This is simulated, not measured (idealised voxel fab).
The process module presented herein is designated voxel gate over fins.
We display cut, a cross-section 230 nm in width whose square cells are each 5 nm.
Cross-section, as written here: a square-cell grid given band by band from the top down, where a band holds one or more rows of cells. Band entry format. Leading values: height of top, height of bottom, nm. Remainder: materials in left-to-right order, each with its width in nm. Special words: "everywhere" on a single material, which then fills the band edge to edge; "empty", empty space. Heights are reckoned from 0. Under this level, the received wafer is all of one material. The bottommost band is open-ended downward, for example "from 0 down". Width spec "30->40" -> top row of cells at first value, bottom row at second value, equal per-row change in between. Step marked "stayed the same"? Then no cell in the cross-section changed in it. For the entry "Sealed void listing", the listed items are empty spaces with no open way to the top whose size is 8 cells or more; each item follows the pattern width x height at distance, where distance is from the left edge and all three are in nm. Where a step's line continues beyond its settings, the continuation is a remark by the simulator itself on that step. overlay nm: mask offset rightward from planned place, masked step; negative means leftward offset.

[This section lists the process steps that were planned]
- 1: RECEIVE [material Si]
- 2: CONFORMAL_DEP [material SiN] [thk nm 5]
- 3: MASKED_ETCH [tone cover] [mask id FINS] [width nm 15] [pitch nm 35] [etch materials SiN] [depth nm 5] [overlay nm 0]
- 4: MASKED_ETCH [tone cover] [mask id FINS] [width nm 15] [pitch nm 35] [etch materials Si] [depth nm 40] [overlay nm -15]
- 5: OXIDIZE [depth nm 5]
- 6: FILL_DEP [material SiO2] [thk nm 10]
- 7: CMP [height nm 5]
- 8: SELECTIVE_ETCH [etch materials SiO2] [depth nm 20]
- 9: STRIP [etch materials SiN]
- 10: CONFORMAL_DEP [material HfO2] [thk nm 5]
- 11: CONFORMAL_DEP [material TiN] [thk nm 5]
- 12: FILL_DEP [material W] [thk nm 15]
- 13: CMP [height nm 20]
- 14: CONFORMAL_DEP [material SiCN] [thk nm 5]
Wafers differ in overlay nm at step 4; plan lists the first wafer's value; identical starting state.

[first wafer as received, after step 1]
    from 0 down: Si everywhere
    Sealed void listing: none

[First of several wafers: cross-section at the end of the module, after step 14, its last step]
    from 25 to 20: SiCN everywhere
    from 20 to 10: W everywhere
    from 10 to 5: 65 of W; 25 of TiN; 10 of W; 25 of TiN; 10 of W; 25 of TiN; 70 of W
    from 5 to 0: 50 of W; 20 of TiN; 15 of HfO2; 20 of TiN; 15 of HfO2; 20 of TiN; 15 of HfO2; 5 of TiN; 70 of W
    from 0 to -5: 50 of W; 5 of TiN; 20 of HfO2; 5 of Si; 5 of HfO2; 5 of TiN; 20 of HfO2; 5 of Si; 5 of HfO2; 5 of TiN; 20 of HfO2; 5 of Si; 5 of HfO2; 5 of TiN; 70 of W
    from -5 to -10: 55 of TiN; 5 of HfO2; 20 of Si; 5 of HfO2; 5 of TiN; 5 of HfO2; 20 of Si; 5 of HfO2; 5 of TiN; 5 of HfO2; 20 of Si; 5 of HfO2; 75 of TiN
    from -10 to -15: 60 of HfO2; 20 of Si; 15 of HfO2; 20 of Si; 15 of HfO2; 20 of Si; 80 of HfO2
    from -15 to -45: 60 of SiO2; 20 of Si; 15 of SiO2; 20 of Si; 15 of SiO2; 20 of Si; 80 of SiO2
    from -45 down: Si everywhere
    Sealed void listing: none

[last wafer at the end]
    from 25 to 20: SiCN everywhere
    from 20 to 10: W everywhere
    from 10 to 5: 65 of W; 25 of TiN; 10 of W; 25 of TiN; 10 of W; 25 of TiN; 70 of W
    from 5 to 0: 65 of W; 5 of TiN; 15 of HfO2; 20 of TiN; 15 of HfO2; 20 of TiN; 15 of HfO2; 20 of TiN; 55 of W
    from 0 to -5: 65 of W; 5 of TiN; 5 of HfO2; 5 of Si; 20 of HfO2; 5 of TiN; 5 of HfO2; 5 of Si; 20 of HfO2; 5 of TiN; 5 of HfO2; 5 of Si; 20 of HfO2; 5 of TiN; 55 of W
    from -5 to -10: 70 of TiN; 5 of HfO2; 20 of Si; 5 of HfO2; 5 of TiN; 5 of HfO2; 20 of Si; 5 of HfO2; 5 of TiN; 5 of HfO2; 20 of Si; 5 of HfO2; 60 of TiN
    from -10 to -15: 75 of HfO2; 20 of Si; 15 of HfO2; 20 of Si; 15 of HfO2; 20 of Si; 65 of HfO2
    from -15 to -45: 75 of SiO2; 20 of Si; 15 of SiO2; 20 of Si; 15 of SiO2; 20 of Si; 65 of SiO2
    from -45 down: Si everywhere
    Sealed void listing: none

[Wafer rows, end of module: cells per material gained (+) or lost (-) since receipt; closed voids last]
overlay nm -15 | +64 HfO2 | -315 Si | +46 SiCN | +204 SiO2 | +60 TiN | +171 W | Sealed void listing: none
overlay nm -10 | +64 HfO2 | -339 Si | +46 SiCN | +222 SiO2 | +64 TiN | +173 W | Sealed void listing: none
overlay nm -5 | +64 HfO2 | -363 Si | +46 SiCN | +240 SiO2 | +64 TiN | +179 W | Sealed void listing: none
overlay nm 0 | +64 HfO2 | -387 Si | +46 SiCN | +258 SiO2 | +64 TiN | +185 W | Sealed void listing: none
overlay nm 5 | +64 HfO2 | -363 Si | +46 SiCN | +240 SiO2 | +64 TiN | +179 W | Sealed void listing: none
overlay nm 10 | +64 HfO2 | -339 Si | +46 SiCN | +222 SiO2 | +64 TiN | +173 W | Sealed void listing: none
overlay nm 15 | +64 HfO2 | -315 Si | +46 SiCN | +204 SiO2 | +60 TiN | +171 W | Sealed void listing: none
